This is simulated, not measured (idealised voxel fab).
process module | voxel transistor to metal
Cross-section cut spans 170 nm and uses square cells 5 nm in size.
A cross-section is written here as square cells arranged in a grid, and it is given in bands from the top down, each band taking up one or more rows of cells.
For a band, the entry starts with two heights in nm, that of the top and then that of the bottom, and carries on with the band's materials in order from left to right, each alongside its width in nm; the word "throughout" beside a single material means it fills the band edge to edge, and "empty" means empty space.
Below 0: as-received wafer, all one material; heights counted from there. Lowest band: no bottom, goes on down, written "0..down".
Quick explanation for "30->40": the width changes in equal steps down the rows of cells, from the first number in the band's top row to the second number in its bottom row.
No cell of the cross-section changed in a step that is given as "same as before".
"Fully sealed cavities" means: voids of 8 cells or more that are shut off from the top with no open way through. Written width x height at distance, distance from the left edge, in nm.
Formally, on a step line, whatever follows the settings is a remark that the simulator itself makes on the step.
Steps that use a mask can have "overlay nm" on their line. It says how far the mask sat to the right of where it was meant to be. Negative means to the left.
Below is the list of planned process steps:
| 1 | RECEIVE: material Si |
| 2 | CONFORMAL_DEP: material SiO2, thk nm 5 |
| 3 | CONFORMAL_DEP: material SiN, thk nm 10 |
| 4 | PATTERN: tone cover, mask id ACTIVE, material resist, width nm 95, thk nm 15, overlay nm 0 |
| 5 | DIRECTIONAL_ETCH: etch materials SiN, depth nm 10 |
| 6 | DIRECTIONAL_ETCH: etch materials SiO2, depth nm 5 |
| 7 | DIRECTIONAL_ETCH: etch materials Si, depth nm 35 |
| 8 | STRIP: etch materials resist |
| 9 | FILL_DEP: material SiO2, thk nm 10 |
| 10 | CMP: height nm 15 |
| 11 | SELECTIVE_ETCH: etch materials SiO2, depth nm 5 |
| 12 | STRIP: etch materials SiN |
| 13 | SELECTIVE_ETCH: etch materials SiO2, depth nm 5 |
| 14 | OXIDIZE: depth nm 5 |
| 15 | DIRECTIONAL_DEP: material polySi, thk nm 25 |
| 16 | DIRECTIONAL_DEP: material SiCN, thk nm 10 |
| 17 | PATTERN: tone cover, mask id GATE, material resist, width nm 25, thk nm 15, overlay nm 0 |
| 18 | DIRECTIONAL_ETCH: etch materials SiCN, depth nm 20 |
| 19 | DIRECTIONAL_ETCH: etch materials polySi, depth nm 35 |
| 20 | STRIP: etch materials resist |
| 21 | CONFORMAL_DEP: material SiO2, thk nm 5 |
| 22 | DIRECTIONAL_ETCH: etch materials SiO2, depth nm 5 |
| 23 | CONFORMAL_DEP: material SiN, thk nm 10 |
| 24 | DIRECTIONAL_ETCH: etch materials SiN, depth nm 10 |
| 25 | DIRECTIONAL_ETCH: etch materials SiO2, depth nm 5 |
| 26 | DIRECTIONAL_ETCH: etch materials Si, depth nm 10 |
| 27 | EPI: material SiGe, thk nm 10 |
| 28 | FILL_DEP: material SiO2, thk nm 5 |
| 29 | CMP: height nm 35 |
| 30 | DIRECTIONAL_DEP: material SiO2, thk nm 15 |
| 31 | MASKED_ETCH: tone open, mask id CONTACT, width nm 25, pitch nm 60, etch materials SiO2, depth nm 45, overlay nm 0 |
| 32 | CONFORMAL_DEP: material TiN, thk nm 5 |
| 33 | FILL_DEP: material W, thk nm 5 |
| 34 | CMP: height nm 50 |
| 35 | DIRECTIONAL_DEP: material TiN, thk nm 5 |
| 36 | DIRECTIONAL_DEP: material Ru, thk nm 25 |
| 37 | PATTERN: tone cover, mask id METAL_1, material resist, width nm 15, pitch nm 70, thk nm 15, overlay nm 0 |
| 38 | DIRECTIONAL_ETCH: etch materials Ru, depth nm 25 |
| 39 | DIRECTIONAL_ETCH: etch materials TiN, depth nm 5 |
| 40 | STRIP: etch materials resist |
| 41 | FILL_DEP: material SiO2, thk nm 5 |
| 42 | CMP: height nm 80 |
| 43 | CONFORMAL_DEP: material SiCN, thk nm 5 |
| 44 | DIRECTIONAL_DEP: material SiO2, thk nm 25 |
| 45 | PATTERN: tone open, mask id METAL_2, material resist, width nm 15, pitch nm 70, thk nm 20, overlay nm 0 |
| 46 | DIRECTIONAL_ETCH: etch materials SiO2, depth nm 15 |
| 47 | STRIP: etch materials resist |
| 48 | DIRECTIONAL_DEP: material aC, thk nm 10 |
| 49 | PATTERN: tone open, mask id METAL_2_HOLES, material resist, width nm 15, pitch nm 70, thk nm 30, overlay nm 0 |
| 50 | DIRECTIONAL_ETCH: etch materials aC, depth nm 10 |
| 51 | STRIP: etch materials resist |
| 52 | DIRECTIONAL_ETCH: etch materials SiO2, depth nm 10 |
| 53 | DIRECTIONAL_ETCH: etch materials SiCN, depth nm 5 |
| 54 | STRIP: etch materials aC |
| 55 | CONFORMAL_DEP: material TiN, thk nm 5 |
| 56 | FILL_DEP: material Ru, thk nm 10 |
| 57 | CMP: height nm 110 |
| 58 | CONFORMAL_DEP: material SiN, thk nm 5 |
Received-state cross-section, reflecting completion of step 1:
    0..down = Si throughout
    Fully sealed cavities: none
Wafer cross-section at module end: first of two, run to plan:
    115..110 = SiN throughout
    110..85 = 40 nm SiO2, then 5 nm TiN, then 5 nm Ru, then 5 nm TiN, then 55 nm SiO2, then 5 nm TiN, then 5 nm Ru, then 5 nm TiN, then 45 nm SiO2
    85..80 = 40 nm SiCN, then 15 nm TiN, then 55 nm SiCN, then 15 nm TiN, then 45 nm SiCN
    80..55 = 40 nm SiO2, then 15 nm Ru, then 55 nm SiO2, then 15 nm Ru, then 45 nm SiO2
    55..50 = 40 nm SiO2, then 15 nm TiN, then 55 nm SiO2, then 15 nm TiN, then 45 nm SiO2
    50..40 = 40 nm SiO2, then 5 nm TiN, then 15 nm W, then 5 nm TiN, then 35 nm SiO2, then 5 nm TiN, then 15 nm W, then 5 nm TiN, then 45 nm SiO2
    40..35 = 40 nm SiO2, then 5 nm TiN, then 5 nm W, then 15 nm TiN, then 35 nm SiO2, then 15 nm TiN, then 5 nm W, then 5 nm TiN, then 45 nm SiO2
    35..25 = 40 nm SiO2, then 5 nm TiN, then 5 nm W, then 5 nm TiN, then 10 nm SiN, then 5 nm SiO2, then 25 nm SiCN, then 5 nm SiO2, then 10 nm SiN, then 5 nm TiN, then 5 nm W, then 5 nm TiN, then 45 nm SiO2
    25..10 = 40 nm SiO2, then 5 nm TiN, then 5 nm W, then 5 nm TiN, then 10 nm SiN, then 5 nm SiO2, then 25 nm polySi, then 5 nm SiO2, then 10 nm SiN, then 5 nm TiN, then 5 nm W, then 5 nm TiN, then 45 nm SiO2
    10..5 = 40 nm SiO2, then 15 nm TiN, then 10 nm SiN, then 5 nm SiO2, then 25 nm polySi, then 5 nm SiO2, then 10 nm SiN, then 15 nm TiN, then 45 nm SiO2
    5..0 = 35 nm SiO2, then 10 nm SiN, then 10 nm SiGe, then 10 nm SiN, then 5 nm SiO2, then 25 nm polySi, then 5 nm SiO2, then 10 nm SiN, then 10 nm SiGe, then 10 nm SiN, then 40 nm SiO2
    0..-5 = 45 nm SiO2, then 10 nm SiGe, then 55 nm SiO2, then 10 nm SiGe, then 50 nm SiO2
    -5..-15 = 35 nm SiO2, then 10 nm Si, then 10 nm SiGe, then 55 nm Si, then 10 nm SiGe, then 10 nm Si, then 40 nm SiO2
    -15..-35 = 35 nm SiO2, then 95 nm Si, then 40 nm SiO2
    -35..down = Si throughout
    Fully sealed cavities: none
Second wafer cross-section at end of module - shared start and plan with the first, one mistake in the run:
    115..110 = SiN throughout
    110..85 = 40 nm SiO2, then 5 nm TiN, then 5 nm Ru, then 5 nm TiN, then 55 nm SiO2, then 5 nm TiN, then 5 nm Ru, then 5 nm TiN, then 45 nm SiO2
    85..80 = 40 nm SiCN, then 15 nm TiN, then 55 nm SiCN, then 15 nm TiN, then 45 nm SiCN
    80..55 = 40 nm SiO2, then 15 nm Ru, then 55 nm SiO2, then 15 nm Ru, then 45 nm SiO2
    55..50 = 40 nm SiO2, then 15 nm TiN, then 55 nm SiO2, then 15 nm TiN, then 45 nm SiO2
    50..40 = 40 nm SiO2, then 5 nm TiN, then 15 nm W, then 5 nm TiN, then 35 nm SiO2, then 5 nm TiN, then 15 nm W, then 5 nm TiN, then 45 nm SiO2
    40..35 = 40 nm SiO2, then 5 nm TiN, then 5 nm W, then 15 nm TiN, then 35 nm SiO2, then 15 nm TiN, then 5 nm W, then 5 nm TiN, then 45 nm SiO2
    35..25 = 40 nm SiO2, then 5 nm TiN, then 5 nm W, then 5 nm TiN, then 10 nm SiN, then 5 nm SiO2, then 25 nm SiCN, then 5 nm SiO2, then 10 nm SiN, then 5 nm TiN, then 5 nm W, then 5 nm TiN, then 45 nm SiO2
    25..20 = 40 nm SiO2, then 15 nm TiN, then 10 nm SiN, then 5 nm SiO2, then 25 nm polySi, then 5 nm SiO2, then 10 nm SiN, then 15 nm TiN, then 45 nm SiO2
    20..5 = 55 nm SiO2, then 10 nm SiN, then 5 nm SiO2, then 25 nm polySi, then 5 nm SiO2, then 10 nm SiN, then 60 nm SiO2
    5..0 = 35 nm SiO2, then 10 nm SiN, then 10 nm SiGe, then 10 nm SiN, then 5 nm SiO2, then 25 nm polySi, then 5 nm SiO2, then 10 nm SiN, then 10 nm SiGe, then 10 nm SiN, then 40 nm SiO2
    0..-5 = 45 nm SiO2, then 10 nm SiGe, then 55 nm SiO2, then 10 nm SiGe, then 50 nm SiO2
    -5..-15 = 35 nm SiO2, then 10 nm Si, then 10 nm SiGe, then 55 nm Si, then 10 nm SiGe, then 10 nm Si, then 40 nm SiO2
    -15..-35 = 35 nm SiO2, then 95 nm Si, then 40 nm SiO2
    -35..down = Si throughout
    Fully sealed cavities: none
Misprocessing identified: the plan's step 30 ran twice
At the finish, the second wafer shows more or fewer cells for some materials than the first does: 18 more of SiO2, 12 fewer of TiN, 6 fewer of W
